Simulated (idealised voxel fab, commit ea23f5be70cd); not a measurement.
process module | voxel transistor to metal
cross-section cut | 195 nm wide | cells 5 nm
A cross-section is a grid of square cells, given in bands from the top down. A band is one or more rows of cells.
Each band's line starts with the height of the band's top and of its bottom, in nm. Then come its materials from left to right, each with its width in nm. One material with "throughout" fills the band from edge to edge. "air" is empty space.
Height 0 is the level under which the wafer as received is all one material. The lowest band goes on downwards, as in "0 down".
A width such as "30 to 40" changes by the same amount from each row of cells to the next, from the band's top row to its bottom row.
"no change" after a step means that no cell of the cross-section changed.
closed voids: empty space of 8 cells or more with no open way to the top, each as width x height at its distance from the left edge, in nm
after a step's settings: what the simulator itself notes on the step
overlay nm, on a step with a mask: how far to the right of its planned place the mask lay; to the left if negative
plan
1 op RECEIVE | material Si
2 op OXIDIZE | depth nm 5
3 op CONFORMAL_DEP | material SiN | thk nm 10
4 op DIRECTIONAL_DEP | material aC | thk nm 10
5 op PATTERN | tone cover | mask id ACTIVE | material resist | width nm 105 | thk nm 25 | overlay nm 0
6 op DIRECTIONAL_ETCH | etch materials aC | depth nm 10
7 op STRIP | etch materials resist
8 op DIRECTIONAL_ETCH | etch materials SiN | depth nm 10
9 op DIRECTIONAL_ETCH | etch materials SiO2 | depth nm 5
10 op DIRECTIONAL_ETCH | etch materials Si | depth nm 35
11 op STRIP | etch materials aC
12 op OXIDIZE | depth nm 5
13 op FILL_DEP | material SiO2 | thk nm 15
14 op CMP | height nm 10
15 op SELECTIVE_ETCH | etch materials SiO2 | depth nm 10
16 op STRIP | etch materials SiN
17 op SELECTIVE_ETCH | etch materials SiO2 | depth nm 5
18 op OXIDIZE | depth nm 5
19 op DIRECTIONAL_DEP | material polySi | thk nm 30
20 op DIRECTIONAL_DEP | material SiCN | thk nm 10
21 op DIRECTIONAL_DEP | material aC | thk nm 15
22 op PATTERN | tone cover | mask id GATE | material resist | width nm 35 | thk nm 35 | overlay nm 0
23 op DIRECTIONAL_ETCH | etch materials aC | depth nm 15
24 op STRIP | etch materials resist
25 op DIRECTIONAL_ETCH | etch materials SiCN | depth nm 20
26 op DIRECTIONAL_ETCH | etch materials polySi | depth nm 40
27 op STRIP | etch materials aC
28 op CONFORMAL_DEP | material SiO2 | thk nm 5
29 op DIRECTIONAL_ETCH | etch materials SiO2 | depth nm 5
30 op CONFORMAL_DEP | material SiN | thk nm 5
31 op DIRECTIONAL_ETCH | etch materials SiN | depth nm 5
32 op DIRECTIONAL_ETCH | etch materials SiO2 | depth nm 5
33 op DIRECTIONAL_ETCH | etch materials Si | depth nm 5
34 op EPI | material nSi | thk nm 10
35 op FILL_DEP | material SiO2 | thk nm 10
36 op CMP | height nm 25
37 op STRIP | etch materials polySi
38 op SELECTIVE_ETCH | etch materials SiO2 | depth nm 5
39 op CONFORMAL_DEP | material HfO2 | thk nm 5
40 op CONFORMAL_DEP | material TiN | thk nm 5
41 op FILL_DEP | material W | thk nm 5
42 op CMP | height nm 20
43 op DIRECTIONAL_DEP | material SiO2 | thk nm 10
44 op PATTERN | tone open | mask id CONTACT | material resist | width nm 15 | pitch nm 80 | thk nm 15 | overlay nm 0
45 op DIRECTIONAL_ETCH | etch materials SiO2 | depth nm 35
46 op STRIP | etch materials resist
47 op CONFORMAL_DEP | material TiN | thk nm 5
48 op FILL_DEP | material W | thk nm 10
49 op CMP | height nm 30
50 op DIRECTIONAL_DEP | material TiN | thk nm 5
51 op DIRECTIONAL_DEP | material Ru | thk nm 20
52 op PATTERN | tone cover | mask id METAL_1 | material resist | width nm 15 | pitch nm 80 | thk nm 15 | overlay nm 0
53 op DIRECTIONAL_ETCH | etch materials Ru | depth nm 20
54 op DIRECTIONAL_ETCH | etch materials TiN | depth nm 5
55 op STRIP | etch materials resist
56 op FILL_DEP | material lowk | thk nm 5
57 op CMP | height nm 55
58 op CONFORMAL_DEP | material SiCN | thk nm 5
59 op DIRECTIONAL_DEP | material SiO2 | thk nm 35
60 op PATTERN | tone open | mask id METAL_2 | material resist | width nm 15 | pitch nm 80 | thk nm 15 | overlay nm 0
61 op DIRECTIONAL_ETCH | etch materials SiO2 | depth nm 20
62 op STRIP | etch materials resist
63 op PATTERN | tone open | mask id METAL_2_HOLES | material resist | width nm 15 | pitch nm 80 | thk nm 15 | overlay nm 0
64 op DIRECTIONAL_ETCH | etch materials SiO2 | depth nm 15
65 op DIRECTIONAL_ETCH | etch materials SiCN | depth nm 5
66 op STRIP | etch materials resist
67 op CONFORMAL_DEP | material TiN | thk nm 5
68 op FILL_DEP | material Cu | thk nm 10
69 op CMP | height nm 95
70 op CONFORMAL_DEP | material SiCN | thk nm 5
first wafer, as planned
as received, after step 1
  0 down: Si throughout
  closed voids: none
after step 2
  0 to -5: SiO2 throughout
  below -5: unchanged
after step 3
  10 to 0: SiN throughout
  below 0: unchanged
after step 4
  20 to 10: aC throughout
  below 10: unchanged
after step 5
  45 to 20: air 45 | resist 105 | air 45
  below 20: unchanged
after step 6
  35 to 20: air 45 | resist 105 | air 45
  20 to 10: air 45 | aC 105 | air 45
  below 10: unchanged
after step 7
  20 to 10: air 45 | aC 105 | air 45
  below 10: unchanged
after step 8
  20 to 10: air 45 | aC 105 | air 45
  10 to 0: air 45 | SiN 105 | air 45
  below 0: unchanged
after step 9
  20 to 10: air 45 | aC 105 | air 45
  10 to 0: air 45 | SiN 105 | air 45
  0 to -5: air 45 | SiO2 105 | air 45
  below -5: unchanged
after step 10
  20 to 10: air 45 | aC 105 | air 45
  10 to 0: air 45 | SiN 105 | air 45
  0 to -5: air 45 | SiO2 105 | air 45
  -5 to -40: air 45 | Si 105 | air 45
  below -40: unchanged
after step 11
  10 to 0: air 45 | SiN 105 | air 45
  below 0: unchanged
after step 12
  10 to 0: air 45 | SiN 105 | air 45
  0 to -5: air 45 | SiO2 105 | air 45
  -5 to -40: air 45 | SiO2 5 | Si 95 | SiO2 5 | air 45
  -40 to -45: SiO2 50 | Si 95 | SiO2 50
  below -45: unchanged
after step 13
  25 to 10: SiO2 throughout
  10 to 0: SiO2 45 | SiN 105 | SiO2 45
  0 to -5: SiO2 throughout
  -5 to -45: SiO2 50 | Si 95 | SiO2 50
  below -45: unchanged
after step 14
  10 to 0: SiO2 45 | SiN 105 | SiO2 45
  below 0: unchanged
after step 15
  10 to 0: air 45 | SiN 105 | air 45
  below 0: unchanged
after step 16
  0 to -5: SiO2 throughout
  below -5: unchanged
after step 17
  -5 to -45: SiO2 50 | Si 95 | SiO2 50
  below -45: unchanged
after step 18
  -5 to -10: SiO2 throughout
  below -10: unchanged
after step 19
  25 to -5: polySi throughout
  below -5: unchanged
after step 20
  35 to 25: SiCN throughout
  below 25: unchanged
after step 21
  50 to 35: aC throughout
  below 35: unchanged
after step 22
  85 to 50: air 80 | resist 35 | air 80
  below 50: unchanged
after step 23
  70 to 50: air 80 | resist 35 | air 80
  50 to 35: air 80 | aC 35 | air 80
  below 35: unchanged
after step 24
  50 to 35: air 80 | aC 35 | air 80
  below 35: unchanged
after step 25
  50 to 35: air 80 | aC 35 | air 80
  35 to 25: air 80 | SiCN 35 | air 80
  below 25: unchanged
after step 26
  50 to 35: air 80 | aC 35 | air 80
  35 to 25: air 80 | SiCN 35 | air 80
  25 to -5: air 80 | polySi 35 | air 80
  below -5: unchanged
after step 27
  35 to 25: air 80 | SiCN 35 | air 80
  below 25: unchanged
after step 28
  40 to 35: air 75 | SiO2 45 | air 75
  35 to 25: air 75 | SiO2 5 | SiCN 35 | SiO2 5 | air 75
  25 to 0: air 75 | SiO2 5 | polySi 35 | SiO2 5 | air 75
  0 to -5: SiO2 80 | polySi 35 | SiO2 80
  below -5: unchanged
after step 29
  35 to 25: air 75 | SiO2 5 | SiCN 35 | SiO2 5 | air 75
  25 to -5: air 75 | SiO2 5 | polySi 35 | SiO2 5 | air 75
  below -5: unchanged
after step 30
  40 to 35: air 70 | SiN 55 | air 70
  35 to 25: air 70 | SiN 5 | SiO2 5 | SiCN 35 | SiO2 5 | SiN 5 | air 70
  25 to 0: air 70 | SiN 5 | SiO2 5 | polySi 35 | SiO2 5 | SiN 5 | air 70
  0 to -5: SiN 75 | SiO2 5 | polySi 35 | SiO2 5 | SiN 75
  below -5: unchanged
after step 31
  35 to 25: air 70 | SiN 5 | SiO2 5 | SiCN 35 | SiO2 5 | SiN 5 | air 70
  25 to -5: air 70 | SiN 5 | SiO2 5 | polySi 35 | SiO2 5 | SiN 5 | air 70
  below -5: unchanged
after step 32
  35 to 30: air 70 | SiN 5 | air 5 | SiCN 35 | air 5 | SiN 5 | air 70
  30 to 25: air 70 | SiN 5 | SiO2 5 | SiCN 35 | SiO2 5 | SiN 5 | air 70
  25 to -5: air 70 | SiN 5 | SiO2 5 | polySi 35 | SiO2 5 | SiN 5 | air 70
  -5 to -10: air 70 | SiO2 55 | air 70
  below -10: unchanged
after step 33
  35 to 30: air 70 | SiN 5 | air 5 | SiCN 35 | air 5 | SiN 5 | air 70
  30 to 25: air 70 | SiN 5 | SiO2 5 | SiCN 35 | SiO2 5 | SiN 5 | air 70
  25 to -5: air 70 | SiN 5 | SiO2 5 | polySi 35 | SiO2 5 | SiN 5 | air 70
  -5 to -10: air 70 | SiO2 55 | air 70
  -10 to -15: SiO2 50 | air 20 | Si 55 | air 20 | SiO2 50
  below -15: unchanged
after step 34
  35 to 30: air 70 | SiN 5 | air 5 | SiCN 35 | air 5 | SiN 5 | air 70
  30 to 25: air 70 | SiN 5 | SiO2 5 | SiCN 35 | SiO2 5 | SiN 5 | air 70
  25 to 0: air 70 | SiN 5 | SiO2 5 | polySi 35 | SiO2 5 | SiN 5 | air 70
  0 to -5: air 60 | nSi 10 | SiN 5 | SiO2 5 | polySi 35 | SiO2 5 | SiN 5 | nSi 10 | air 60
  -5 to -10: air 45 | nSi 25 | SiO2 55 | nSi 25 | air 45
  -10 to -15: SiO2 50 | nSi 20 | Si 55 | nSi 20 | SiO2 50
  below -15: unchanged
after step 35
  45 to 35: SiO2 throughout
  35 to 25: SiO2 70 | SiN 5 | SiO2 5 | SiCN 35 | SiO2 5 | SiN 5 | SiO2 70
  25 to 0: SiO2 70 | SiN 5 | SiO2 5 | polySi 35 | SiO2 5 | SiN 5 | SiO2 70
  0 to -5: SiO2 60 | nSi 10 | SiN 5 | SiO2 5 | polySi 35 | SiO2 5 | SiN 5 | nSi 10 | SiO2 60
  -5 to -10: SiO2 45 | nSi 25 | SiO2 55 | nSi 25 | SiO2 45
  below -10: unchanged
after step 36
  25 to 0: SiO2 70 | SiN 5 | SiO2 5 | polySi 35 | SiO2 5 | SiN 5 | SiO2 70
  below 0: unchanged
after step 37
  25 to 0: SiO2 70 | SiN 5 | SiO2 5 | air 35 | SiO2 5 | SiN 5 | SiO2 70
  0 to -5: SiO2 60 | nSi 10 | SiN 5 | SiO2 5 | air 35 | SiO2 5 | SiN 5 | nSi 10 | SiO2 60
  below -5: unchanged
after step 38
  25 to 20: air 70 | SiN 5 | air 45 | SiN 5 | air 70
  20 to 0: SiO2 70 | SiN 5 | air 45 | SiN 5 | SiO2 70
  0 to -5: SiO2 60 | nSi 10 | SiN 5 | air 45 | SiN 5 | nSi 10 | SiO2 60
  -5 to -10: SiO2 45 | nSi 25 | SiO2 5 | air 45 | SiO2 5 | nSi 25 | SiO2 45
  below -10: unchanged
after step 39
  30 to 25: air 65 | HfO2 15 | air 35 | HfO2 15 | air 65
  25 to 20: HfO2 70 | SiN 5 | HfO2 5 | air 35 | HfO2 5 | SiN 5 | HfO2 70
  20 to 0: SiO2 70 | SiN 5 | HfO2 5 | air 35 | HfO2 5 | SiN 5 | SiO2 70
  0 to -5: SiO2 60 | nSi 10 | SiN 5 | HfO2 5 | air 35 | HfO2 5 | SiN 5 | nSi 10 | SiO2 60
  -5 to -10: SiO2 45 | nSi 25 | SiO2 5 | HfO2 45 | SiO2 5 | nSi 25 | SiO2 45
  below -10: unchanged
after step 40
  35 to 30: air 60 | TiN 25 | air 25 | TiN 25 | air 60
  30 to 25: TiN 65 | HfO2 15 | TiN 5 | air 25 | TiN 5 | HfO2 15 | TiN 65
  25 to 20: HfO2 70 | SiN 5 | HfO2 5 | TiN 5 | air 25 | TiN 5 | HfO2 5 | SiN 5 | HfO2 70
  20 to 0: SiO2 70 | SiN 5 | HfO2 5 | TiN 5 | air 25 | TiN 5 | HfO2 5 | SiN 5 | SiO2 70
  0 to -5: SiO2 60 | nSi 10 | SiN 5 | HfO2 5 | TiN 35 | HfO2 5 | SiN 5 | nSi 10 | SiO2 60
  below -5: unchanged
after step 41
  40 to 35: W throughout
  35 to 30: W 60 | TiN 25 | W 25 | TiN 25 | W 60
  30 to 25: TiN 65 | HfO2 15 | TiN 5 | W 25 | TiN 5 | HfO2 15 | TiN 65
  25 to 20: HfO2 70 | SiN 5 | HfO2 5 | TiN 5 | W 25 | TiN 5 | HfO2 5 | SiN 5 | HfO2 70
  20 to 0: SiO2 70 | SiN 5 | HfO2 5 | TiN 5 | W 25 | TiN 5 | HfO2 5 | SiN 5 | SiO2 70
  below 0: unchanged
after step 42
  20 to 0: SiO2 70 | SiN 5 | HfO2 5 | TiN 5 | W 25 | TiN 5 | HfO2 5 | SiN 5 | SiO2 70
  below 0: unchanged
after step 43
  30 to 20: SiO2 throughout
  below 20: unchanged
after step 44
  45 to 30: resist 50 | air 15 | resist 65 | air 15 | resist 50
  below 30: unchanged
after step 45
  45 to 30: resist 50 | air 15 | resist 65 | air 15 | resist 50
  30 to 20: SiO2 50 | air 15 | SiO2 65 | air 15 | SiO2 50
  20 to 0: SiO2 50 | air 15 | SiO2 5 | SiN 5 | HfO2 5 | TiN 5 | W 25 | TiN 5 | HfO2 5 | SiN 5 | SiO2 5 | air 15 | SiO2 50
  0 to -5: SiO2 50 | air 10 | nSi 10 | SiN 5 | HfO2 5 | TiN 35 | HfO2 5 | SiN 5 | nSi 10 | air 10 | SiO2 50
  below -5: unchanged
after step 46
  30 to 20: SiO2 50 | air 15 | SiO2 65 | air 15 | SiO2 50
  below 20: unchanged
after step 47
  35 to 30: TiN 55 | air 5 | TiN 75 | air 5 | TiN 55
  30 to 20: SiO2 50 | TiN 5 | air 5 | TiN 5 | SiO2 65 | TiN 5 | air 5 | TiN 5 | SiO2 50
  20 to 5: SiO2 50 | TiN 5 | air 5 | TiN 5 | SiO2 5 | SiN 5 | HfO2 5 | TiN 5 | W 25 | TiN 5 | HfO2 5 | SiN 5 | SiO2 5 | TiN 5 | air 5 | TiN 5 | SiO2 50
  5 to 0: SiO2 50 | TiN 15 | SiO2 5 | SiN 5 | HfO2 5 | TiN 5 | W 25 | TiN 5 | HfO2 5 | SiN 5 | SiO2 5 | TiN 15 | SiO2 50
  0 to -5: SiO2 50 | TiN 10 | nSi 10 | SiN 5 | HfO2 5 | TiN 35 | HfO2 5 | SiN 5 | nSi 10 | TiN 10 | SiO2 50
  below -5: unchanged
after step 48
  45 to 35: W throughout
  35 to 30: TiN 55 | W 5 | TiN 75 | W 5 | TiN 55
  30 to 20: SiO2 50 | TiN 5 | W 5 | TiN 5 | SiO2 65 | TiN 5 | W 5 | TiN 5 | SiO2 50
  20 to 5: SiO2 50 | TiN 5 | W 5 | TiN 5 | SiO2 5 | SiN 5 | HfO2 5 | TiN 5 | W 25 | TiN 5 | HfO2 5 | SiN 5 | SiO2 5 | TiN 5 | W 5 | TiN 5 | SiO2 50
  below 5: unchanged
after step 49
  30 to 20: SiO2 50 | TiN 5 | W 5 | TiN 5 | SiO2 65 | TiN 5 | W 5 | TiN 5 | SiO2 50
  below 20: unchanged
after step 50
  35 to 30: TiN throughout
  below 30: unchanged
after step 51
  55 to 35: Ru throughout
  below 35: unchanged
after step 52
  70 to 55: air 50 | resist 15 | air 65 | resist 15 | air 50
  below 55: unchanged
after step 53
  70 to 55: air 50 | resist 15 | air 65 | resist 15 | air 50
  55 to 35: air 50 | Ru 15 | air 65 | Ru 15 | air 50
  below 35: unchanged
after step 54
  70 to 55: air 50 | resist 15 | air 65 | resist 15 | air 50
  55 to 35: air 50 | Ru 15 | air 65 | Ru 15 | air 50
  35 to 30: air 50 | TiN 15 | air 65 | TiN 15 | air 50
  below 30: unchanged
after step 55
  55 to 35: air 50 | Ru 15 | air 65 | Ru 15 | air 50
  below 35: unchanged
after step 56
  60 to 55: lowk throughout
  55 to 35: lowk 50 | Ru 15 | lowk 65 | Ru 15 | lowk 50
  35 to 30: lowk 50 | TiN 15 | lowk 65 | TiN 15 | lowk 50
  below 30: unchanged
after step 57
  55 to 35: lowk 50 | Ru 15 | lowk 65 | Ru 15 | lowk 50
  below 35: unchanged
after step 58
  60 to 55: SiCN throughout
  below 55: unchanged
after step 59
  95 to 60: SiO2 throughout
  below 60: unchanged
after step 60
  110 to 95: resist 50 | air 15 | resist 65 | air 15 | resist 50
  below 95: unchanged
after step 61
  110 to 95: resist 50 | air 15 | resist 65 | air 15 | resist 50
  95 to 75: SiO2 50 | air 15 | SiO2 65 | air 15 | SiO2 50
  below 75: unchanged
after step 62
  95 to 75: SiO2 50 | air 15 | SiO2 65 | air 15 | SiO2 50
  below 75: unchanged
after step 63
  110 to 95: resist 50 | air 15 | resist 65 | air 15 | resist 50
  below 95: unchanged
after step 64
  110 to 95: resist 50 | air 15 | resist 65 | air 15 | resist 50
  95 to 60: SiO2 50 | air 15 | SiO2 65 | air 15 | SiO2 50
  below 60: unchanged
after step 65
  110 to 95: resist 50 | air 15 | resist 65 | air 15 | resist 50
  95 to 60: SiO2 50 | air 15 | SiO2 65 | air 15 | SiO2 50
  60 to 55: SiCN 50 | air 15 | SiCN 65 | air 15 | SiCN 50
  below 55: unchanged
after step 66
  95 to 60: SiO2 50 | air 15 | SiO2 65 | air 15 | SiO2 50
  below 60: unchanged
after step 67
  100 to 95: TiN 55 | air 5 | TiN 75 | air 5 | TiN 55
  95 to 60: SiO2 50 | TiN 5 | air 5 | TiN 5 | SiO2 65 | TiN 5 | air 5 | TiN 5 | SiO2 50
  60 to 55: SiCN 50 | TiN 15 | SiCN 65 | TiN 15 | SiCN 50
  below 55: unchanged
after step 68
  110 to 100: Cu throughout
  100 to 95: TiN 55 | Cu 5 | TiN 75 | Cu 5 | TiN 55
  95 to 60: SiO2 50 | TiN 5 | Cu 5 | TiN 5 | SiO2 65 | TiN 5 | Cu 5 | TiN 5 | SiO2 50
  below 60: unchanged
after step 69
  95 to 60: SiO2 50 | TiN 5 | Cu 5 | TiN 5 | SiO2 65 | TiN 5 | Cu 5 | TiN 5 | SiO2 50
  below 60: unchanged
after step 70
  100 to 95: SiCN throughout
  below 95: unchanged
second wafer: like start, like plan, one mistake. Through step 38 it matches the first wafer
when step 39 should have ended
  30 to 25: air 65 | TiN 15 | air 35 | TiN 15 | air 65
  25 to 20: TiN 70 | SiN 5 | TiN 5 | air 35 | TiN 5 | SiN 5 | TiN 70
  20 to 0: SiO2 70 | SiN 5 | TiN 5 | air 35 | TiN 5 | SiN 5 | SiO2 70
  0 to -5: SiO2 60 | nSi 10 | SiN 5 | TiN 5 | air 35 | TiN 5 | SiN 5 | nSi 10 | SiO2 60
  -5 to -10: SiO2 45 | nSi 25 | SiO2 5 | TiN 45 | SiO2 5 | nSi 25 | SiO2 45
  below -10: unchanged
when step 40 should have ended
  35 to 30: air 60 | HfO2 25 | air 25 | HfO2 25 | air 60
  30 to 25: HfO2 65 | TiN 15 | HfO2 5 | air 25 | HfO2 5 | TiN 15 | HfO2 65
  25 to 20: TiN 70 | SiN 5 | TiN 5 | HfO2 5 | air 25 | HfO2 5 | TiN 5 | SiN 5 | TiN 70
  20 to 0: SiO2 70 | SiN 5 | TiN 5 | HfO2 5 | air 25 | HfO2 5 | TiN 5 | SiN 5 | SiO2 70
  0 to -5: SiO2 60 | nSi 10 | SiN 5 | TiN 5 | HfO2 35 | TiN 5 | SiN 5 | nSi 10 | SiO2 60
  below -5: unchanged
when step 41 should have ended
  40 to 35: W throughout
  35 to 30: W 60 | HfO2 25 | W 25 | HfO2 25 | W 60
  30 to 25: HfO2 65 | TiN 15 | HfO2 5 | W 25 | HfO2 5 | TiN 15 | HfO2 65
  25 to 20: TiN 70 | SiN 5 | TiN 5 | HfO2 5 | W 25 | HfO2 5 | TiN 5 | SiN 5 | TiN 70
  20 to 0: SiO2 70 | SiN 5 | TiN 5 | HfO2 5 | W 25 | HfO2 5 | TiN 5 | SiN 5 | SiO2 70
  below 0: unchanged
when step 42 should have ended
  20 to 0: SiO2 70 | SiN 5 | TiN 5 | HfO2 5 | W 25 | HfO2 5 | TiN 5 | SiN 5 | SiO2 70
  below 0: unchanged
when step 43 should have ended
  30 to 20: SiO2 throughout
  below 20: unchanged
when step 44 should have ended
  45 to 30: resist 50 | air 15 | resist 65 | air 15 | resist 50
  below 30: unchanged
when step 45 should have ended
  45 to 30: resist 50 | air 15 | resist 65 | air 15 | resist 50
  30 to 20: SiO2 50 | air 15 | SiO2 65 | air 15 | SiO2 50
  20 to 0: SiO2 50 | air 15 | SiO2 5 | SiN 5 | TiN 5 | HfO2 5 | W 25 | HfO2 5 | TiN 5 | SiN 5 | SiO2 5 | air 15 | SiO2 50
  0 to -5: SiO2 50 | air 10 | nSi 10 | SiN 5 | TiN 5 | HfO2 35 | TiN 5 | SiN 5 | nSi 10 | air 10 | SiO2 50
  below -5: unchanged
when step 46 should have ended
  30 to 20: SiO2 50 | air 15 | SiO2 65 | air 15 | SiO2 50
  below 20: unchanged
when step 47 should have ended
  35 to 30: TiN 55 | air 5 | TiN 75 | air 5 | TiN 55
  30 to 20: SiO2 50 | TiN 5 | air 5 | TiN 5 | SiO2 65 | TiN 5 | air 5 | TiN 5 | SiO2 50
  20 to 5: SiO2 50 | TiN 5 | air 5 | TiN 5 | SiO2 5 | SiN 5 | TiN 5 | HfO2 5 | W 25 | HfO2 5 | TiN 5 | SiN 5 | SiO2 5 | TiN 5 | air 5 | TiN 5 | SiO2 50
  5 to 0: SiO2 50 | TiN 15 | SiO2 5 | SiN 5 | TiN 5 | HfO2 5 | W 25 | HfO2 5 | TiN 5 | SiN 5 | SiO2 5 | TiN 15 | SiO2 50
  0 to -5: SiO2 50 | TiN 10 | nSi 10 | SiN 5 | TiN 5 | HfO2 35 | TiN 5 | SiN 5 | nSi 10 | TiN 10 | SiO2 50
  below -5: unchanged
when step 48 should have ended
  45 to 35: W throughout
  35 to 30: TiN 55 | W 5 | TiN 75 | W 5 | TiN 55
  30 to 20: SiO2 50 | TiN 5 | W 5 | TiN 5 | SiO2 65 | TiN 5 | W 5 | TiN 5 | SiO2 50
  20 to 5: SiO2 50 | TiN 5 | W 5 | TiN 5 | SiO2 5 | SiN 5 | TiN 5 | HfO2 5 | W 25 | HfO2 5 | TiN 5 | SiN 5 | SiO2 5 | TiN 5 | W 5 | TiN 5 | SiO2 50
  below 5: unchanged
when step 49 should have ended
  30 to 20: SiO2 50 | TiN 5 | W 5 | TiN 5 | SiO2 65 | TiN 5 | W 5 | TiN 5 | SiO2 50
  below 20: unchanged
when step 50 should have ended
  35 to 30: TiN throughout
  below 30: unchanged
when step 51 should have ended
  55 to 35: Ru throughout
  below 35: unchanged
when step 52 should have ended
  70 to 55: air 50 | resist 15 | air 65 | resist 15 | air 50
  below 55: unchanged
when step 53 should have ended
  70 to 55: air 50 | resist 15 | air 65 | resist 15 | air 50
  55 to 35: air 50 | Ru 15 | air 65 | Ru 15 | air 50
  below 35: unchanged
when step 54 should have ended
  70 to 55: air 50 | resist 15 | air 65 | resist 15 | air 50
  55 to 35: air 50 | Ru 15 | air 65 | Ru 15 | air 50
  35 to 30: air 50 | TiN 15 | air 65 | TiN 15 | air 50
  below 30: unchanged
when step 55 should have ended
  55 to 35: air 50 | Ru 15 | air 65 | Ru 15 | air 50
  below 35: unchanged
when step 56 should have ended
  60 to 55: lowk throughout
  55 to 35: lowk 50 | Ru 15 | lowk 65 | Ru 15 | lowk 50
  35 to 30: lowk 50 | TiN 15 | lowk 65 | TiN 15 | lowk 50
  below 30: unchanged
when step 57 should have ended
  55 to 35: lowk 50 | Ru 15 | lowk 65 | Ru 15 | lowk 50
  below 35: unchanged
when step 58 should have ended
  60 to 55: SiCN throughout
  below 55: unchanged
when step 59 should have ended
  95 to 60: SiO2 throughout
  below 60: unchanged
when step 60 should have ended
  110 to 95: resist 50 | air 15 | resist 65 | air 15 | resist 50
  below 95: unchanged
when step 61 should have ended
  110 to 95: resist 50 | air 15 | resist 65 | air 15 | resist 50
  95 to 75: SiO2 50 | air 15 | SiO2 65 | air 15 | SiO2 50
  below 75: unchanged
when step 62 should have ended
  95 to 75: SiO2 50 | air 15 | SiO2 65 | air 15 | SiO2 50
  below 75: unchanged
when step 63 should have ended
  110 to 95: resist 50 | air 15 | resist 65 | air 15 | resist 50
  below 95: unchanged
when step 64 should have ended
  110 to 95: resist 50 | air 15 | resist 65 | air 15 | resist 50
  95 to 60: SiO2 50 | air 15 | SiO2 65 | air 15 | SiO2 50
  below 60: unchanged
when step 65 should have ended
  110 to 95: resist 50 | air 15 | resist 65 | air 15 | resist 50
  95 to 60: SiO2 50 | air 15 | SiO2 65 | air 15 | SiO2 50
  60 to 55: SiCN 50 | air 15 | SiCN 65 | air 15 | SiCN 50
  below 55: unchanged
when step 66 should have ended
  95 to 60: SiO2 50 | air 15 | SiO2 65 | air 15 | SiO2 50
  below 60: unchanged
when step 67 should have ended
  100 to 95: TiN 55 | air 5 | TiN 75 | air 5 | TiN 55
  95 to 60: SiO2 50 | TiN 5 | air 5 | TiN 5 | SiO2 65 | TiN 5 | air 5 | TiN 5 | SiO2 50
  60 to 55: SiCN 50 | TiN 15 | SiCN 65 | TiN 15 | SiCN 50
  below 55: unchanged
when step 68 should have ended
  110 to 100: Cu throughout
  100 to 95: TiN 55 | Cu 5 | TiN 75 | Cu 5 | TiN 55
  95 to 60: SiO2 50 | TiN 5 | Cu 5 | TiN 5 | SiO2 65 | TiN 5 | Cu 5 | TiN 5 | SiO2 50
  below 60: unchanged
when step 69 should have ended
  95 to 60: SiO2 50 | TiN 5 | Cu 5 | TiN 5 | SiO2 65 | TiN 5 | Cu 5 | TiN 5 | SiO2 50
  below 60: unchanged
when step 70 should have ended
  100 to 95: SiCN throughout
  below 95: unchanged
what went wrong: steps 39 and 40 were swapped
at the end the second wafer has, in cells: 4 fewer of HfO2 | 4 more of TiN
